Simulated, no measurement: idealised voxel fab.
voxel air gaps: a process module
The cross-section on display is named cut; it measures 175 nm wide, and its cells are 5 nm squares.
Bands, listed from the top down, are how a cross-section gets written in this document; the cross-section itself is a grid of square cells, and a band is one or more rows of them. Within each band entry, the heights of the top and of the bottom of the band appear first, in that order and in nm; the materials of the band then follow from left to right, each with its corresponding width in nm. The designation "everywhere" on a single material indicates that it fills the band from edge to edge; the designation "air" indicates empty space. It should be noted that heights are counted from 0, beneath which the wafer as supplied is of one material throughout, and that the lowest band possesses no lower boundary but continues downward, as written in "0 and below". The width entry "30 to 40" should be interpreted row by row: the top row of cells in the band takes the first number, the bottom row takes the second number, and the change between adjacent rows is uniform throughout. The designation "nothing altered", where it is given for a processing step, indicates that no cell of the cross-section was altered in the course of that step. Voids not open to the top, 8 cells minimum: see "Voids lacking openings". Written width x height at distance; distance is from the left edge; nm. What comes after the settings on a step's line is commentary from the simulator itself on that step. If you see "overlay nm" on a step's line and that step has a mask, it's telling you how far right of where it was planned the mask ended up; a negative number means it went left instead.
[Listed below are the process steps as planned]
1,RECEIVE (material Si)
2,CONFORMAL_DEP (material SiO2; thk nm 15)
3,CONFORMAL_DEP (material SiCN; thk nm 5)
4,DIRECTIONAL_DEP (material lowk; thk nm 35)
5,DIRECTIONAL_DEP (material aC; thk nm 15)
6,PATTERN (tone open; mask id LINES; material resist; width nm 25; pitch nm 50; thk nm 30; overlay nm 0)
7,DIRECTIONAL_ETCH (etch materials aC; depth nm 15)
8,STRIP (etch materials resist)
9,DIRECTIONAL_ETCH (etch materials lowk; depth nm 35)
10,STRIP (etch materials aC)
11,CONFORMAL_DEP (material TiN; thk nm 5)
12,FILL_DEP (material Cu; thk nm 5)
13,CMP (height nm 55)
14,EPI (material Ru; thk nm 10)
15,SELECTIVE_ETCH (etch materials lowk; depth nm 45)
16,CONFORMAL_DEP (material SiCN; thk nm 5)
[First of two wafers, processed according to plan]
[Cross-section of the wafer at receipt, which is the condition after step 1]
0 and below: Si everywhere
Voids lacking openings: none
[Presented here is a cross-section of the wafer after step 2 has been performed]
15 down to 0: SiO2 everywhere
Under 0: no change, same as before.
[Presented here is a cross-section of the wafer after step 3 has been performed]
20 down to 15: SiCN everywhere
Under 15: no change, same as before.
[Presented here is a cross-section of the wafer after step 4 has been performed]
55 down to 20: lowk everywhere
Under 20: no change, same as before.
[Presented here is a cross-section of the wafer after step 5 has been performed]
70 down to 55: aC everywhere
Under 55: no change, same as before.
[Presented here is a cross-section of the wafer after step 6 has been performed]
100 down to 70: resist 25 nm | air 25 nm | resist 25 nm | air 25 nm | resist 25 nm | air 25 nm | resist 25 nm
Under 70: no change, same as before.
[Presented here is a cross-section of the wafer after step 7 has been performed]
85 down to 70: resist 25 nm | air 25 nm | resist 25 nm | air 25 nm | resist 25 nm | air 25 nm | resist 25 nm
70 down to 55: aC 25 nm | air 25 nm | aC 25 nm | air 25 nm | aC 25 nm | air 25 nm | aC 25 nm
Under 55: no change, same as before.
[Presented here is a cross-section of the wafer after step 8 has been performed]
70 down to 55: aC 25 nm | air 25 nm | aC 25 nm | air 25 nm | aC 25 nm | air 25 nm | aC 25 nm
Under 55: no change, same as before.
[Presented here is a cross-section of the wafer after step 9 has been performed]
70 down to 55: aC 25 nm | air 25 nm | aC 25 nm | air 25 nm | aC 25 nm | air 25 nm | aC 25 nm
55 down to 20: lowk 25 nm | air 25 nm | lowk 25 nm | air 25 nm | lowk 25 nm | air 25 nm | lowk 25 nm
Under 20: no change, same as before.
[Presented here is a cross-section of the wafer after step 10 has been performed]
55 down to 20: lowk 25 nm | air 25 nm | lowk 25 nm | air 25 nm | lowk 25 nm | air 25 nm | lowk 25 nm
Under 20: no change, same as before.
[Presented here is a cross-section of the wafer after step 11 has been performed]
60 down to 55: TiN 30 nm | air 15 nm | TiN 35 nm | air 15 nm | TiN 35 nm | air 15 nm | TiN 30 nm
55 down to 25: lowk 25 nm | TiN 5 nm | air 15 nm | TiN 5 nm | lowk 25 nm | TiN 5 nm | air 15 nm | TiN 5 nm | lowk 25 nm | TiN 5 nm | air 15 nm | TiN 5 nm | lowk 25 nm
25 down to 20: lowk 25 nm | TiN 25 nm | lowk 25 nm | TiN 25 nm | lowk 25 nm | TiN 25 nm | lowk 25 nm
Under 20: no change, same as before.
[Presented here is a cross-section of the wafer after step 12 has been performed]
65 down to 60: Cu everywhere
60 down to 55: TiN 30 nm | Cu 15 nm | TiN 35 nm | Cu 15 nm | TiN 35 nm | Cu 15 nm | TiN 30 nm
55 down to 25: lowk 25 nm | TiN 5 nm | Cu 15 nm | TiN 5 nm | lowk 25 nm | TiN 5 nm | Cu 15 nm | TiN 5 nm | lowk 25 nm | TiN 5 nm | Cu 15 nm | TiN 5 nm | lowk 25 nm
Under 25: no change, same as before.
[Presented here is a cross-section of the wafer after step 13 has been performed]
55 down to 25: lowk 25 nm | TiN 5 nm | Cu 15 nm | TiN 5 nm | lowk 25 nm | TiN 5 nm | Cu 15 nm | TiN 5 nm | lowk 25 nm | TiN 5 nm | Cu 15 nm | TiN 5 nm | lowk 25 nm
Under 25: no change, same as before.
[Presented here is a cross-section of the wafer after step 14 has been performed]
65 down to 55: air 15 nm | Ru 45 nm | air 5 nm | Ru 45 nm | air 5 nm | Ru 45 nm | air 15 nm
Under 55: no change, same as before.
[Presented here is a cross-section of the wafer after step 15 has been performed]
65 down to 55: air 15 nm | Ru 45 nm | air 5 nm | Ru 45 nm | air 5 nm | Ru 45 nm | air 15 nm
55 down to 25: air 25 nm | TiN 5 nm | Cu 15 nm | TiN 5 nm | air 25 nm | TiN 5 nm | Cu 15 nm | TiN 5 nm | air 25 nm | TiN 5 nm | Cu 15 nm | TiN 5 nm | air 25 nm
25 down to 20: air 25 nm | TiN 25 nm | air 25 nm | TiN 25 nm | air 25 nm | TiN 25 nm | air 25 nm
Under 20: no change, same as before.
[Presented here is a cross-section of the wafer after step 16 has been performed]
70 down to 65: air 10 nm | SiCN 155 nm | air 10 nm
65 down to 55: air 10 nm | SiCN 5 nm | Ru 45 nm | SiCN 5 nm | Ru 45 nm | SiCN 5 nm | Ru 45 nm | SiCN 5 nm | air 10 nm
55 down to 50: air 10 nm | SiCN 15 nm | TiN 5 nm | Cu 15 nm | TiN 5 nm | SiCN 25 nm | TiN 5 nm | Cu 15 nm | TiN 5 nm | SiCN 25 nm | TiN 5 nm | Cu 15 nm | TiN 5 nm | SiCN 15 nm | air 10 nm
50 down to 25: air 20 nm | SiCN 5 nm | TiN 5 nm | Cu 15 nm | TiN 5 nm | SiCN 5 nm | air 15 nm | SiCN 5 nm | TiN 5 nm | Cu 15 nm | TiN 5 nm | SiCN 5 nm | air 15 nm | SiCN 5 nm | TiN 5 nm | Cu 15 nm | TiN 5 nm | SiCN 5 nm | air 20 nm
25 down to 20: SiCN 25 nm | TiN 25 nm | SiCN 25 nm | TiN 25 nm | SiCN 25 nm | TiN 25 nm | SiCN 25 nm
Under 20: no change, same as before.
Voids lacking openings: 15 x 25 at 55; 15 x 25 at 105
[Okay, second wafer. Nothing different at the start, nothing different in the plan, just one mistake somewhere in the running. As far as step 3, counting that step, it's the first wafer all over again]
[Second wafer profile in section, at the moment step 4 of the plan was meant to be complete]
50 down to 20: lowk everywhere
Under 20: no change, same as before.
[Second wafer profile in section, at the moment step 5 of the plan was meant to be complete]
65 down to 50: aC everywhere
Under 50: no change, same as before.
[Second wafer profile in section, at the moment step 6 of the plan was meant to be complete]
95 down to 65: resist 25 nm | air 25 nm | resist 25 nm | air 25 nm | resist 25 nm | air 25 nm | resist 25 nm
Under 65: no change, same as before.
[Second wafer profile in section, at the moment step 7 of the plan was meant to be complete]
80 down to 65: resist 25 nm | air 25 nm | resist 25 nm | air 25 nm | resist 25 nm | air 25 nm | resist 25 nm
65 down to 50: aC 25 nm | air 25 nm | aC 25 nm | air 25 nm | aC 25 nm | air 25 nm | aC 25 nm
Under 50: no change, same as before.
[Second wafer profile in section, at the moment step 8 of the plan was meant to be complete]
65 down to 50: aC 25 nm | air 25 nm | aC 25 nm | air 25 nm | aC 25 nm | air 25 nm | aC 25 nm
Under 50: no change, same as before.
[Second wafer profile in section, at the moment step 9 of the plan was meant to be complete]
65 down to 50: aC 25 nm | air 25 nm | aC 25 nm | air 25 nm | aC 25 nm | air 25 nm | aC 25 nm
50 down to 20: lowk 25 nm | air 25 nm | lowk 25 nm | air 25 nm | lowk 25 nm | air 25 nm | lowk 25 nm
Under 20: no change, same as before.
[Second wafer profile in section, at the moment step 10 of the plan was meant to be complete]
50 down to 20: lowk 25 nm | air 25 nm | lowk 25 nm | air 25 nm | lowk 25 nm | air 25 nm | lowk 25 nm
Under 20: no change, same as before.
[Second wafer profile in section, at the moment step 11 of the plan was meant to be complete]
55 down to 50: TiN 30 nm | air 15 nm | TiN 35 nm | air 15 nm | TiN 35 nm | air 15 nm | TiN 30 nm
50 down to 25: lowk 25 nm | TiN 5 nm | air 15 nm | TiN 5 nm | lowk 25 nm | TiN 5 nm | air 15 nm | TiN 5 nm | lowk 25 nm | TiN 5 nm | air 15 nm | TiN 5 nm | lowk 25 nm
25 down to 20: lowk 25 nm | TiN 25 nm | lowk 25 nm | TiN 25 nm | lowk 25 nm | TiN 25 nm | lowk 25 nm
Under 20: no change, same as before.
[Second wafer profile in section, at the moment step 12 of the plan was meant to be complete]
60 down to 55: Cu everywhere
55 down to 50: TiN 30 nm | Cu 15 nm | TiN 35 nm | Cu 15 nm | TiN 35 nm | Cu 15 nm | TiN 30 nm
50 down to 25: lowk 25 nm | TiN 5 nm | Cu 15 nm | TiN 5 nm | lowk 25 nm | TiN 5 nm | Cu 15 nm | TiN 5 nm | lowk 25 nm | TiN 5 nm | Cu 15 nm | TiN 5 nm | lowk 25 nm
Under 25: no change, same as before.
[Second wafer profile in section, at the moment step 13 of the plan was meant to be complete]
55 down to 50: TiN 30 nm | Cu 15 nm | TiN 35 nm | Cu 15 nm | TiN 35 nm | Cu 15 nm | TiN 30 nm
Under 50: no change, same as before.
[Second wafer profile in section, at the moment step 14 of the plan was meant to be complete]
65 down to 55: Ru everywhere
Under 55: no change, same as before.
Second wafer profile in section, at the moment step 15 of the plan was meant to be complete: nothing altered
[Second wafer profile in section, at the moment step 16 of the plan was meant to be complete]
70 down to 65: SiCN everywhere
Under 65: no change, same as before.
Here's what went sideways: step 4 did not happen as planned, as run it was DIRECTIONAL_DEP (material lowk; thk nm 30)
Upon completion, the second wafer contains, in terms of cells, a greater or smaller amount of certain materials than the first wafer: 16 more of Ru, 70 fewer of SiCN, 20 more of TiN, 120 more of lowk
closed voids at the end (first wafer, second wafer): 2, 0
